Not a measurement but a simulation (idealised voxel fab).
The document below concerns the process module designated voxel capacitor over wiring.
This is section cut - it's 280 nm across, gridded in 5 nm square cells.
In what follows, cross-sections appear as grids of square cells, described through bands that run from the top down, where every band is one or more rows of cells. Heads up on the band format: heights come first, top then bottom, in nm. After that it's the materials left to right, each with its width in nm. A single material flagged "everywhere" fills the whole band edge to edge, and "blank" means there's empty space there. The reference from which all heights are counted is 0, the level beneath which the as-received wafer is entirely one material; the lowest band, having no lower bound, proceeds downward and is written after the example "0 -> down". When a width is written as two numbers, as in "30->40", the first number is the width in the top row of cells of the band and the second is the width in its bottom row, and the width changes by the same amount from each row to the next. "everything unchanged" -> step changed no cross-section cell. You'll see "Sealed internal voids" listing empty spaces that have no way open to the top, as long as they're 8 cells or more; the notation is width x height at distance, where the distance is from the left edge, and all of it is in nm. The remark found on a step's line after its settings is issued by the simulator itself and pertains to that step. "overlay nm" answers the question of how far to the right of plan the mask lay on a step that has a mask, and when it is negative the answer is to the left.
## Process steps (planned)
1. RECEIVE, material Si
2. CONFORMAL_DEP, material SiO2, thk nm 15
3. DIRECTIONAL_DEP, material TiN, thk nm 5
4. DIRECTIONAL_DEP, material W, thk nm 15
5. DIRECTIONAL_DEP, material aC, thk nm 10
6. PATTERN, tone cover, mask id METAL_1, material resist, width nm 20, pitch nm 70, thk nm 30, overlay nm 0
7. DIRECTIONAL_ETCH, etch materials aC, depth nm 10
8. STRIP, etch materials resist
9. DIRECTIONAL_ETCH, etch materials W, depth nm 15
10. DIRECTIONAL_ETCH, etch materials TiN, depth nm 5
11. STRIP, etch materials aC
12. FILL_DEP, material SiO2, thk nm 5
13. CMP, height nm 35
14. CONFORMAL_DEP, material SiCN, thk nm 5
15. DIRECTIONAL_DEP, material SiO2, thk nm 15
16. MASKED_ETCH, tone open, mask id PLUG_1, width nm 15, etch materials SiO2, depth nm 15, overlay nm 0
17. MASKED_ETCH, tone open, mask id PLUG_1, width nm 15, etch materials SiCN, depth nm 5, overlay nm 0
18. EPI, material Ru, thk nm 10
19. EPI, material Ru, thk nm 10
20. DIRECTIONAL_DEP, material TiN, thk nm 10
21. DIRECTIONAL_DEP, material SiN, thk nm 5
22. DIRECTIONAL_DEP, material TiN, thk nm 5
23. PATTERN, tone cover, mask id UPPER_PLATE, material resist, width nm 55, thk nm 20, overlay nm 0
24. DIRECTIONAL_ETCH, etch materials TiN, depth nm 5
25. DIRECTIONAL_ETCH, etch materials SiN, depth nm 5
26. STRIP, etch materials resist
27. DIRECTIONAL_DEP, material aC, thk nm 10
28. PATTERN, tone cover, mask id LOWER_PLATE, material resist, width nm 65, thk nm 25, overlay nm 0
29. DIRECTIONAL_ETCH, etch materials aC, depth nm 10
30. STRIP, etch materials resist
31. DIRECTIONAL_ETCH, etch materials TiN, depth nm 10
32. STRIP, etch materials aC
33. FILL_DEP, material SiO2, thk nm 20
34. CMP, height nm 90
35. PATTERN, tone open, mask id PLUG_2, material resist, width nm 15, thk nm 15, overlay nm 0
36. DIRECTIONAL_ETCH, etch materials SiO2, depth nm 15
37. STRIP, etch materials resist
38. CONFORMAL_DEP, material TiN, thk nm 5
39. FILL_DEP, material W, thk nm 10
40. CMP, height nm 90
41. CONFORMAL_DEP, material SiN, thk nm 5
## The cross-section here shows the wafer as received, i.e. in its state after step 1
	0 -> down = Si everywhere
	Sealed internal voids: none
## Cross-sectional result after module completion. Note: starting condition and plan are unchanged from above; one processing mistake was made
	95 -> 90 = SiN everywhere
	90 -> 80 = SiO2 110 / TiN 5 / W 5 / TiN 5 / SiO2 155
	80 -> 70 = SiO2 110->100 / TiN 15->55 / SiO2 155->125
	70 -> 65 = SiO2 100 / SiN 55 / SiO2 125
	65 -> 55 = SiO2 95 / TiN 65 / SiO2 120
	55 -> 40 = SiO2 100 / Ru 15 / SiO2 165
	40 -> 35 = SiCN 100 / Ru 15 / SiCN 165
	35 -> 20 = SiO2 100 / W 15 / SiO2 55 / W 15 / SiO2 95
	20 -> 15 = SiO2 100 / TiN 15 / SiO2 55 / TiN 15 / SiO2 95
	15 -> 0 = SiO2 everywhere
	0 -> down = Si everywhere
	Sealed internal voids: none
Run error: step 6 changed vs plan, executed as PATTERN, tone cover, mask id METAL_1, material resist, width nm 15, pitch nm 70, thk nm 30, overlay nm 0
